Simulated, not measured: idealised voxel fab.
Presented below is a process module, voxel transistor to metal.
Shown is cross-section cut, with a width of 290 nm and square cells of size 5 nm.
Format of a cross-section: grid, square cells. Given as bands. Order: top down. Band: one or more rows of cells.
Per band: top height and bottom height in nm, followed by the left-to-right materials and their widths in nm; "edge to edge" marks a single material spanning edge to edge, "blank" marks empty space.
Height is counted from the level 0, under which the received wafer is composed throughout of one material. The lowest of the bands is not closed at the bottom but continues downward, in the notation "from 0 down".
A width given as "30->40" starts at the first number in the band's top row and ends at the second number in its bottom row, shifting by an equal amount at every step from row to row.
For the purposes of this document, the phrase "changes: none" attached to a step denotes that no cell within the cross-section was modified by that step.
"Voids, fully enclosed": sealed empty spaces, 8 cells or more, no open way to top, listed width x height at distance, with distance from the left edge and width, height and distance in nm.
Where a step's line continues beyond its settings, the continuation is a remark by the simulator itself on that step.
overlay nm: for a step with a mask, the amount by which the mask lay right of where it was planned; a negative amount means left of it.
[Process steps (planned)]
1: op RECEIVE | material Si
2: op OXIDIZE | depth nm 5
3: op CONFORMAL_DEP | material SiN | thk nm 15
4: op DIRECTIONAL_DEP | material aC | thk nm 15
5: op PATTERN | tone cover | mask id ACTIVE | material resist | width nm 105 | pitch nm 125 | thk nm 30 | overlay nm 0
6: op DIRECTIONAL_ETCH | etch materials aC | depth nm 15
7: op STRIP | etch materials resist
8: op DIRECTIONAL_ETCH | etch materials SiN | depth nm 15
9: op DIRECTIONAL_ETCH | etch materials SiO2 | depth nm 5
10: op DIRECTIONAL_ETCH | etch materials Si | depth nm 25
11: op STRIP | etch materials aC
12: op OXIDIZE | depth nm 5
13: op FILL_DEP | material SiO2 | thk nm 10
14: op CMP | height nm 15
15: op SELECTIVE_ETCH | etch materials SiO2 | depth nm 15
16: op STRIP | etch materials SiN
17: op SELECTIVE_ETCH | etch materials SiO2 | depth nm 5
18: op OXIDIZE | depth nm 5
19: op DIRECTIONAL_DEP | material polySi | thk nm 20
20: op DIRECTIONAL_DEP | material SiCN | thk nm 10
21: op MASKED_ETCH | tone cover | mask id GATE | width nm 25 | pitch nm 125 | etch materials SiCN | depth nm 20 | overlay nm 0
22: op MASKED_ETCH | tone cover | mask id GATE | width nm 25 | pitch nm 125 | etch materials polySi | depth nm 30 | overlay nm 0
23: op CONFORMAL_DEP | material SiO2 | thk nm 5
24: op DIRECTIONAL_ETCH | etch materials SiO2 | depth nm 5
25: op CONFORMAL_DEP | material SiN | thk nm 10
26: op DIRECTIONAL_ETCH | etch materials SiN | depth nm 10
27: op DIRECTIONAL_ETCH | etch materials SiO2 | depth nm 5
28: op DIRECTIONAL_ETCH | etch materials Si | depth nm 15
29: op EPI | material nSi | thk nm 20
30: op FILL_DEP | material SiO2 | thk nm 10
31: op CMP | height nm 25
32: op DIRECTIONAL_DEP | material SiO2 | thk nm 15
33: op MASKED_ETCH | tone open | mask id CONTACT | width nm 20 | etch materials SiO2 | depth nm 30 | overlay nm 0
34: op CONFORMAL_DEP | material TiN | thk nm 5
35: op FILL_DEP | material Ru | thk nm 5
36: op CMP | height nm 40
37: op CONFORMAL_DEP | material SiCN | thk nm 5
38: op DIRECTIONAL_DEP | material SiO2 | thk nm 25
39: op DIRECTIONAL_DEP | material aC | thk nm 10
40: op PATTERN | tone open | mask id METAL_1 | material resist | width nm 20 | thk nm 30 | overlay nm 0
41: op DIRECTIONAL_ETCH | etch materials aC | depth nm 10
42: op STRIP | etch materials resist
43: op DIRECTIONAL_ETCH | etch materials SiO2 | depth nm 25
44: op DIRECTIONAL_ETCH | etch materials SiCN | depth nm 5
45: op STRIP | etch materials aC
46: op CONFORMAL_DEP | material TiN | thk nm 5
47: op FILL_DEP | material Cu | thk nm 10
48: op CMP | height nm 70
49: op CONFORMAL_DEP | material SiCN | thk nm 5
50: op DIRECTIONAL_DEP | material SiO2 | thk nm 25
51: op PATTERN | tone open | mask id METAL_2 | material resist | width nm 20 | pitch nm 125 | thk nm 20 | overlay nm 0
52: op DIRECTIONAL_ETCH | etch materials SiO2 | depth nm 15
53: op STRIP | etch materials resist
54: op DIRECTIONAL_DEP | material aC | thk nm 15
55: op PATTERN | tone open | mask id METAL_2_HOLES | material resist | width nm 15 | pitch nm 125 | thk nm 30 | overlay nm 0
56: op DIRECTIONAL_ETCH | etch materials aC | depth nm 15
57: op STRIP | etch materials resist
58: op DIRECTIONAL_ETCH | etch materials SiO2 | depth nm 10
59: op DIRECTIONAL_ETCH | etch materials SiCN | depth nm 5
60: op STRIP | etch materials aC
61: op CONFORMAL_DEP | material TiN | thk nm 5
62: op FILL_DEP | material Ru | thk nm 10
63: op CMP | height nm 100
64: op CONFORMAL_DEP | material SiCN | thk nm 5
[As-received state of the wafer in cross-section, equivalent to post-step 1]
  from 0 down | Si edge to edge
  Voids, fully enclosed: none
[End state of the module in cross-section, given the above starting point and plan and one mistake in execution]
  from 105 to 100 | SiCN edge to edge
  from 100 to 90 | SiO2 35 nm, TiN 5 nm, Ru 10 nm, TiN 5 nm, SiO2 105 nm, TiN 5 nm, Ru 10 nm, TiN 5 nm, SiO2 110 nm
  from 90 to 85 | SiO2 35 nm, TiN 5 nm, Ru 5 nm, TiN 10 nm, SiO2 105 nm, TiN 5 nm, Ru 5 nm, TiN 10 nm, SiO2 110 nm
  from 85 to 75 | SiO2 35 nm, TiN 5 nm, Ru 5 nm, TiN 5 nm, SiO2 110 nm, TiN 5 nm, Ru 5 nm, TiN 5 nm, SiO2 115 nm
  from 75 to 70 | SiCN 35 nm, TiN 15 nm, SiCN 110 nm, TiN 15 nm, SiCN 115 nm
  from 70 to 45 | SiO2 35 nm, TiN 5 nm, Cu 10 nm, TiN 5 nm, SiO2 55 nm, TiN 5 nm, Cu 10 nm, TiN 5 nm, SiO2 30 nm, TiN 5 nm, Cu 10 nm, TiN 5 nm, SiO2 55 nm, TiN 5 nm, Cu 10 nm, TiN 5 nm, SiO2 35 nm
  from 45 to 40 | SiCN 35 nm, TiN 20 nm, SiCN 55 nm, TiN 20 nm, SiCN 30 nm, TiN 20 nm, SiCN 55 nm, TiN 20 nm, SiCN 35 nm
  from 40 to 25 | SiO2 35 nm, TiN 5 nm, Ru 10 nm, TiN 5 nm, SiO2 55 nm, TiN 5 nm, Ru 10 nm, TiN 5 nm, SiO2 30 nm, TiN 5 nm, Ru 10 nm, TiN 5 nm, SiO2 55 nm, TiN 5 nm, Ru 10 nm, TiN 5 nm, SiO2 35 nm
  from 25 to 15 | SiO2 35 nm, TiN 5 nm, Ru 10 nm, TiN 5 nm, SiN 10 nm, SiO2 5 nm, SiCN 25 nm, SiO2 5 nm, SiN 10 nm, TiN 5 nm, Ru 10 nm, TiN 5 nm, SiO2 30 nm, TiN 5 nm, Ru 10 nm, TiN 5 nm, SiN 10 nm, SiO2 5 nm, SiCN 25 nm, SiO2 5 nm, SiN 10 nm, TiN 5 nm, Ru 10 nm, TiN 5 nm, SiO2 35 nm
  from 15 to 10 | SiO2 35 nm, TiN 20 nm, SiN 10 nm, SiO2 5 nm, polySi 25 nm, SiO2 5 nm, SiN 10 nm, TiN 20 nm, SiO2 30 nm, TiN 20 nm, SiN 10 nm, SiO2 5 nm, polySi 25 nm, SiO2 5 nm, SiN 10 nm, TiN 20 nm, SiO2 35 nm
  from 10 to -5 | SiO2 55 nm, SiN 10 nm, SiO2 5 nm, polySi 25 nm, SiO2 5 nm, SiN 10 nm, SiO2 70 nm, SiN 10 nm, SiO2 5 nm, polySi 25 nm, SiO2 5 nm, SiN 10 nm, SiO2 55 nm
  from -5 to -10 | SiO2 15 nm, nSi 40 nm, SiO2 55 nm, nSi 70 nm, SiO2 55 nm, nSi 40 nm, SiO2 15 nm
  from -10 to -35 | SiO2 35 nm, Si 95 nm, SiO2 30 nm, Si 95 nm, SiO2 35 nm
  from -35 down | Si edge to edge
  Voids, fully enclosed: none
Finding, execution versus plan: steps 28 and 29 run out of order (swapped)
